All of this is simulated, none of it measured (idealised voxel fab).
This is a process module. Its name is voxel self aligned vias.
cross-section cut | 275 nm wide | cells 5 nm
Cross-section format: a grid of square cells, given as bands from top to bottom; each band is one or more rows of cells. Band entry format. Leading values: height of top, height of bottom, nm. Remainder: materials in left-to-right order, each with its width in nm. Special words: "throughout" on a single material, which then fills the band edge to edge; "blank", empty space. Below 0: as-received wafer, all one material; heights counted from there. Lowest band: no bottom, goes on down, written "top 0, no bottom". With a width like "30->40", each row of cells in the band differs from the next by the same amount, the top row carrying the first number and the bottom row the second. Step marked "no change occurred"? Then no cell in the cross-section changed in it. What "Closed void list" gives you is every empty space of 8 cells or more that is cut off from the top. Each appears as width x height at distance, with the distance taken from the left edge and width, height and distance all in nm. Heads up: the bit after the settings on a step's line is the simulator's remark on that step. "overlay nm" answers the question of how far to the right of plan the mask lay on a step that has a mask, and when it is negative the answer is to the left.

The following list gives the planned process steps:
1 RECEIVE | material Si
2 CONFORMAL_DEP | material SiO2 | thk nm 15
3 CONFORMAL_DEP | material SiCN | thk nm 5
4 DIRECTIONAL_DEP | material SiO2 | thk nm 25
5 DIRECTIONAL_DEP | material aC | thk nm 15
6 PATTERN | tone open | mask id LINES | material resist | width nm 30 | pitch nm 70 | thk nm 30 | overlay nm 0
7 DIRECTIONAL_ETCH | etch materials aC | depth nm 15
8 STRIP | etch materials resist
9 DIRECTIONAL_ETCH | etch materials SiO2 | depth nm 25
10 STRIP | etch materials aC
11 CONFORMAL_DEP | material TiN | thk nm 5
12 FILL_DEP | material W | thk nm 5
13 CMP | height nm 45
14 SELECTIVE_ETCH | etch materials W Ru TiN | depth nm 10
15 FILL_DEP | material SiN | thk nm 10
16 CMP | height nm 45
17 DIRECTIONAL_DEP | material SiO2 | thk nm 15
18 PATTERN | tone open | mask id VIAS | material resist | width nm 40 | pitch nm 70 | thk nm 15 | overlay nm 0
19 DIRECTIONAL_ETCH | etch materials SiO2 | depth nm 15
20 DIRECTIONAL_ETCH | etch materials SiN | depth nm 10
21 STRIP | etch materials resist
22 CONFORMAL_DEP | material TiN | thk nm 5
23 FILL_DEP | material Cu | thk nm 10
24 CMP | height nm 60
25 CONFORMAL_DEP | material SiCN | thk nm 5

First wafer out of two, processed as planned:

Wafer at receipt (post step 1), cross-section:
* top 0, no bottom | Si throughout
* Closed void list: none

After step 2: wafer cross-section:
* top 15, bottom 0 | SiO2 throughout
* Below a height of 0, the structure has not been altered.

After step 3: wafer cross-section:
* top 20, bottom 15 | SiCN throughout
* Below a height of 15, the structure has not been altered.

After step 4: wafer cross-section:
* top 45, bottom 20 | SiO2 throughout
* Below a height of 20, the structure has not been altered.

After step 5: wafer cross-section:
* top 60, bottom 45 | aC throughout
* Below a height of 45, the structure has not been altered.

After step 6: wafer cross-section:
* top 90, bottom 60 | 85 nm resist / 30 nm blank / 40 nm resist / 30 nm blank / 90 nm resist
* Below a height of 60, the structure has not been altered.

After step 7: wafer cross-section:
* top 75, bottom 60 | 85 nm resist / 30 nm blank / 40 nm resist / 30 nm blank / 90 nm resist
* top 60, bottom 45 | 85 nm aC / 30 nm blank / 40 nm aC / 30 nm blank / 90 nm aC
* Below a height of 45, the structure has not been altered.

After step 8: wafer cross-section:
* top 60, bottom 45 | 85 nm aC / 30 nm blank / 40 nm aC / 30 nm blank / 90 nm aC
* Below a height of 45, the structure has not been altered.

After step 9: wafer cross-section:
* top 60, bottom 45 | 85 nm aC / 30 nm blank / 40 nm aC / 30 nm blank / 90 nm aC
* top 45, bottom 20 | 85 nm SiO2 / 30 nm blank / 40 nm SiO2 / 30 nm blank / 90 nm SiO2
* Below a height of 20, the structure has not been altered.

After step 10: wafer cross-section:
* top 45, bottom 20 | 85 nm SiO2 / 30 nm blank / 40 nm SiO2 / 30 nm blank / 90 nm SiO2
* Below a height of 20, the structure has not been altered.

After step 11: wafer cross-section:
* top 50, bottom 45 | 90 nm TiN / 20 nm blank / 50 nm TiN / 20 nm blank / 95 nm TiN
* top 45, bottom 25 | 85 nm SiO2 / 5 nm TiN / 20 nm blank / 5 nm TiN / 40 nm SiO2 / 5 nm TiN / 20 nm blank / 5 nm TiN / 90 nm SiO2
* top 25, bottom 20 | 85 nm SiO2 / 30 nm TiN / 40 nm SiO2 / 30 nm TiN / 90 nm SiO2
* Below a height of 20, the structure has not been altered.

After step 12: wafer cross-section:
* top 55, bottom 50 | W throughout
* top 50, bottom 45 | 90 nm TiN / 20 nm W / 50 nm TiN / 20 nm W / 95 nm TiN
* top 45, bottom 25 | 85 nm SiO2 / 5 nm TiN / 20 nm W / 5 nm TiN / 40 nm SiO2 / 5 nm TiN / 20 nm W / 5 nm TiN / 90 nm SiO2
* Below a height of 25, the structure has not been altered.

After step 13: wafer cross-section:
* top 45, bottom 25 | 85 nm SiO2 / 5 nm TiN / 20 nm W / 5 nm TiN / 40 nm SiO2 / 5 nm TiN / 20 nm W / 5 nm TiN / 90 nm SiO2
* Below a height of 25, the structure has not been altered.

After step 14: wafer cross-section:
* top 45, bottom 35 | 85 nm SiO2 / 30 nm blank / 40 nm SiO2 / 30 nm blank / 90 nm SiO2
* Below a height of 35, the structure has not been altered.

After step 15: wafer cross-section:
* top 55, bottom 45 | SiN throughout
* top 45, bottom 35 | 85 nm SiO2 / 30 nm SiN / 40 nm SiO2 / 30 nm SiN / 90 nm SiO2
* Below a height of 35, the structure has not been altered.

After step 16: wafer cross-section:
* top 45, bottom 35 | 85 nm SiO2 / 30 nm SiN / 40 nm SiO2 / 30 nm SiN / 90 nm SiO2
* Below a height of 35, the structure has not been altered.

After step 17: wafer cross-section:
* top 60, bottom 45 | SiO2 throughout
* Below a height of 45, the structure has not been altered.

After step 18: wafer cross-section:
* top 75, bottom 60 | 80 nm resist / 40 nm blank / 30 nm resist / 40 nm blank / 85 nm resist
* Below a height of 60, the structure has not been altered.

After step 19: wafer cross-section:
* top 75, bottom 60 | 80 nm resist / 40 nm blank / 30 nm resist / 40 nm blank / 85 nm resist
* top 60, bottom 45 | 80 nm SiO2 / 40 nm blank / 30 nm SiO2 / 40 nm blank / 85 nm SiO2
* Below a height of 45, the structure has not been altered.

After step 20: wafer cross-section:
* top 75, bottom 60 | 80 nm resist / 40 nm blank / 30 nm resist / 40 nm blank / 85 nm resist
* top 60, bottom 45 | 80 nm SiO2 / 40 nm blank / 30 nm SiO2 / 40 nm blank / 85 nm SiO2
* top 45, bottom 35 | 85 nm SiO2 / 30 nm blank / 40 nm SiO2 / 30 nm blank / 90 nm SiO2
* Below a height of 35, the structure has not been altered.

After step 21: wafer cross-section:
* top 60, bottom 45 | 80 nm SiO2 / 40 nm blank / 30 nm SiO2 / 40 nm blank / 85 nm SiO2
* Below a height of 45, the structure has not been altered.

After step 22: wafer cross-section:
* top 65, bottom 60 | 85 nm TiN / 30 nm blank / 40 nm TiN / 30 nm blank / 90 nm TiN
* top 60, bottom 50 | 80 nm SiO2 / 5 nm TiN / 30 nm blank / 5 nm TiN / 30 nm SiO2 / 5 nm TiN / 30 nm blank / 5 nm TiN / 85 nm SiO2
* top 50, bottom 40 | 80->85 nm SiO2 / 10->5 nm TiN / 20 nm blank / 10->5 nm TiN / 30->40 nm SiO2 / 10->5 nm TiN / 20 nm blank / 10->5 nm TiN / 85->90 nm SiO2
* top 40, bottom 35 | 85 nm SiO2 / 30 nm TiN / 40 nm SiO2 / 30 nm TiN / 90 nm SiO2
* Below a height of 35, the structure has not been altered.

After step 23: wafer cross-section:
* top 75, bottom 65 | Cu throughout
* top 65, bottom 60 | 85 nm TiN / 30 nm Cu / 40 nm TiN / 30 nm Cu / 90 nm TiN
* top 60, bottom 50 | 80 nm SiO2 / 5 nm TiN / 30 nm Cu / 5 nm TiN / 30 nm SiO2 / 5 nm TiN / 30 nm Cu / 5 nm TiN / 85 nm SiO2
* top 50, bottom 40 | 80->85 nm SiO2 / 10->5 nm TiN / 20 nm Cu / 10->5 nm TiN / 30->40 nm SiO2 / 10->5 nm TiN / 20 nm Cu / 10->5 nm TiN / 85->90 nm SiO2
* Below a height of 40, the structure has not been altered.

After step 24: wafer cross-section:
* top 60, bottom 50 | 80 nm SiO2 / 5 nm TiN / 30 nm Cu / 5 nm TiN / 30 nm SiO2 / 5 nm TiN / 30 nm Cu / 5 nm TiN / 85 nm SiO2
* Below a height of 50, the structure has not been altered.

After step 25: wafer cross-section:
* top 65, bottom 60 | SiCN throughout
* Below a height of 60, the structure has not been altered.

The Second Wafer: Common Origin and Plan, One Mistake in Execution, Identical to the First Through Step 14:

Look at the second wafer in cross-section at the time step 15 ought to have finished:
* top 55, bottom 45 | Ru throughout
* top 45, bottom 35 | 85 nm SiO2 / 30 nm Ru / 40 nm SiO2 / 30 nm Ru / 90 nm SiO2
* Below a height of 35, the structure has not been altered.

Look at the second wafer in cross-section at the time step 16 ought to have finished:
* top 45, bottom 35 | 85 nm SiO2 / 30 nm Ru / 40 nm SiO2 / 30 nm Ru / 90 nm SiO2
* Below a height of 35, the structure has not been altered.

Look at the second wafer in cross-section at the time step 17 ought to have finished:
* top 60, bottom 45 | SiO2 throughout
* Below a height of 45, the structure has not been altered.

Look at the second wafer in cross-section at the time step 18 ought to have finished:
* top 75, bottom 60 | 80 nm resist / 40 nm blank / 30 nm resist / 40 nm blank / 85 nm resist
* Below a height of 60, the structure has not been altered.

Look at the second wafer in cross-section at the time step 19 ought to have finished:
* top 75, bottom 60 | 80 nm resist / 40 nm blank / 30 nm resist / 40 nm blank / 85 nm resist
* top 60, bottom 45 | 80 nm SiO2 / 40 nm blank / 30 nm SiO2 / 40 nm blank / 85 nm SiO2
* Below a height of 45, the structure has not been altered.

Look at the second wafer in cross-section at the time step 20 ought to have finished: no change occurred

Look at the second wafer in cross-section at the time step 21 ought to have finished:
* top 60, bottom 45 | 80 nm SiO2 / 40 nm blank / 30 nm SiO2 / 40 nm blank / 85 nm SiO2
* Below a height of 45, the structure has not been altered.

Look at the second wafer in cross-section at the time step 22 ought to have finished:
* top 65, bottom 60 | 85 nm TiN / 30 nm blank / 40 nm TiN / 30 nm blank / 90 nm TiN
* top 60, bottom 50 | 80 nm SiO2 / 5 nm TiN / 30 nm blank / 5 nm TiN / 30 nm SiO2 / 5 nm TiN / 30 nm blank / 5 nm TiN / 85 nm SiO2
* top 50, bottom 45 | 80 nm SiO2 / 40 nm TiN / 30 nm SiO2 / 40 nm TiN / 85 nm SiO2
* Below a height of 45, the structure has not been altered.

Look at the second wafer in cross-section at the time step 23 ought to have finished:
* top 75, bottom 65 | Cu throughout
* top 65, bottom 60 | 85 nm TiN / 30 nm Cu / 40 nm TiN / 30 nm Cu / 90 nm TiN
* top 60, bottom 50 | 80 nm SiO2 / 5 nm TiN / 30 nm Cu / 5 nm TiN / 30 nm SiO2 / 5 nm TiN / 30 nm Cu / 5 nm TiN / 85 nm SiO2
* Below a height of 50, the structure has not been altered.

Look at the second wafer in cross-section at the time step 24 ought to have finished:
* top 60, bottom 50 | 80 nm SiO2 / 5 nm TiN / 30 nm Cu / 5 nm TiN / 30 nm SiO2 / 5 nm TiN / 30 nm Cu / 5 nm TiN / 85 nm SiO2
* Below a height of 50, the structure has not been altered.

Look at the second wafer in cross-section at the time step 25 ought to have finished:
* top 65, bottom 60 | SiCN throughout
* Below a height of 60, the structure has not been altered.
what went wrong: step 15, actual vs plan mismatch, actual run FILL_DEP | material Ru | thk nm 10
Counted in cells at the end, the second wafer holds more or fewer of these materials than the first: Cu -16; Ru +24; TiN -8
